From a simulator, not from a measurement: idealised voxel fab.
process module | voxel spacer lines
cross-section cut | 195 nm wide | cells 5 nm
Just so we're on the same page, the cross-sections are grids of square cells, and they're listed out in bands top to bottom, each band one or more rows deep. For a band, the entry starts with two heights in nm, that of the top and then that of the bottom, and carries on with the band's materials in order from left to right, each alongside its width in nm; the word "full width" beside a single material means it fills the band edge to edge, and "empty" means empty space. Measure heights from 0. That's the level where, below it, the as-received wafer is all one material. The lowest band is bottomless and extends downward; write it as in "0 down". You'd read "30..40" like this: the band's top row of cells is as wide as the first number, its bottom row is as wide as the second, and going down, every row changes width by the same amount as the row before did. Take "remains unaltered" at face value: in the step it is given for, the cross-section changed in none of its cells. Voids not open to the top, 8 cells minimum: see "Tabulated closed voids". Written width x height at distance; distance is from the left edge; nm. Anything after a step's settings on that line? It's the simulator's own note about the step. When a step includes a mask, the "overlay nm" setting on its line states how far to the right of its planned place that mask lay, and negative values state how far to the left.

The following list gives the planned process steps:
1. RECEIVE [material Si]
2. CONFORMAL_DEP [material Al2O3] [thk nm 5]
3. DIRECTIONAL_DEP [material TiN] [thk nm 15]
4. DIRECTIONAL_DEP [material polySi] [thk nm 30]
5. PATTERN [tone cover] [mask id MANDREL] [material resist] [width nm 20] [pitch nm 70] [thk nm 35] [overlay nm 0]
6. DIRECTIONAL_ETCH [etch materials polySi] [depth nm 30]
7. STRIP [etch materials resist]
8. CONFORMAL_DEP [material SiO2] [thk nm 15]
9. DIRECTIONAL_ETCH [etch materials SiO2] [depth nm 15]
10. STRIP [etch materials polySi]
11. DIRECTIONAL_ETCH [etch materials TiN] [depth nm 15]
12. STRIP [etch materials SiO2]

Cross-section, incoming material, after step 1:
- 0 down  Si full width
- Tabulated closed voids: none

The cross-section shown corresponds to the wafer at the conclusion of the module. The initial structure and the process plan are those presented above; however, one mistake occurred in executing the plan:
- 20 to 5  15 nm empty / 20 nm TiN / 50 nm empty / 20 nm TiN / 50 nm empty / 20 nm TiN / 20 nm empty
- 5 to 0  Al2O3 full width
- 0 down  Si full width
- Tabulated closed voids: none
Deviation noted in wafer processing: step 5 deviated from plan and actually ran as PATTERN [tone open] [mask id MANDREL] [material resist] [width nm 20] [pitch nm 70] [thk nm 35] [overlay nm 0]
